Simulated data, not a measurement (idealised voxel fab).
Title: Process Module voxel ribs on slabs
Cross-section cut spans 200 nm and uses square cells 5 nm in size.
Notation: cross-section as square-cell grid; stated in bands, top first, going down; one or more cell rows per band.
For a band, the entry starts with two heights in nm, that of the top and then that of the bottom, and carries on with the band's materials in order from left to right, each alongside its width in nm; the word "everywhere" beside a single material means it fills the band edge to edge, and "air" means empty space.
Counting heights begins at 0, where everything beneath is, in the wafer as received, one material. The lowest band has no bottom; it goes on downwards, as "0 nm and below" shows.
A width such as "30 to 40" changes by the same amount from each row of cells to the next, from the band's top row to its bottom row.
"no alteration" for a step: no cell of the cross-section changed in that step.
"Closed cavities" specifies each empty space that is not open to the top and that occupies no fewer than 8 cells, using the form width x height at distance, the distance measured from the left edge and all three quantities in nm.
It should be noted that, on the line of a given step, the content following the step's settings is a remark produced by the simulator itself with respect to that step.
You can add "overlay nm" to a step's line. For a step with a mask, it describes how far the mask lay to the right of its planned position, and a negative number describes a lay to the left.

THE PROCESS STEPS THAT WERE PLANNED ARE LISTED BELOW
1,RECEIVE [material Si]
2,DIRECTIONAL_DEP [material SiO2] [thk nm 20]
3,DIRECTIONAL_DEP [material polySi] [thk nm 15]
4,DIRECTIONAL_DEP [material aC] [thk nm 10]
5,PATTERN [tone cover] [mask id RIB] [material resist] [width nm 30] [thk nm 30] [overlay nm 0]
6,DIRECTIONAL_ETCH [etch materials aC] [depth nm 10]
7,STRIP [etch materials resist]
8,DIRECTIONAL_ETCH [etch materials polySi] [depth nm 10]
9,STRIP [etch materials aC]
10,MASKED_ETCH [tone cover] [mask id SLAB] [width nm 60] [etch materials polySi] [depth nm 5] [overlay nm 0]
11,FILL_DEP [material SiO2] [thk nm 20]
12,CMP [height nm 45]
13,DIRECTIONAL_DEP [material TiN] [thk nm 10]
14,DIRECTIONAL_DEP [material aC] [thk nm 10]
15,PATTERN [tone cover] [mask id HEATER] [material resist] [width nm 40] [thk nm 30] [overlay nm 0]
16,DIRECTIONAL_ETCH [etch materials aC] [depth nm 10]
17,STRIP [etch materials resist]
18,DIRECTIONAL_ETCH [etch materials TiN] [depth nm 10]
19,STRIP [etch materials aC]
20,CONFORMAL_DEP [material SiO2] [thk nm 5]

INCOMING WAFER IN CROSS-SECTION (STATE: AFTER STEP 1)
	0 nm and below | Si everywhere
	Closed cavities: none

RESULT OF THE MODULE, CROSS-SECTIONED: START PER ABOVE, PLAN PER ABOVE, ONE ERROR IN HOW IT WAS RUN
	60 nm to 55 nm | air (75); SiO2 (50); air (75)
	55 nm to 50 nm | air (75); SiO2 (5); TiN (40); SiO2 (5); air (75)
	50 nm to 45 nm | SiO2 (80); TiN (40); SiO2 (80)
	45 nm to 40 nm | SiO2 (70); polySi (60); SiO2 (70)
	40 nm to 0 nm | SiO2 everywhere
	0 nm and below | Si everywhere
	Closed cavities: none
What broke from the plan during processing? the plan's step 2 ran twice
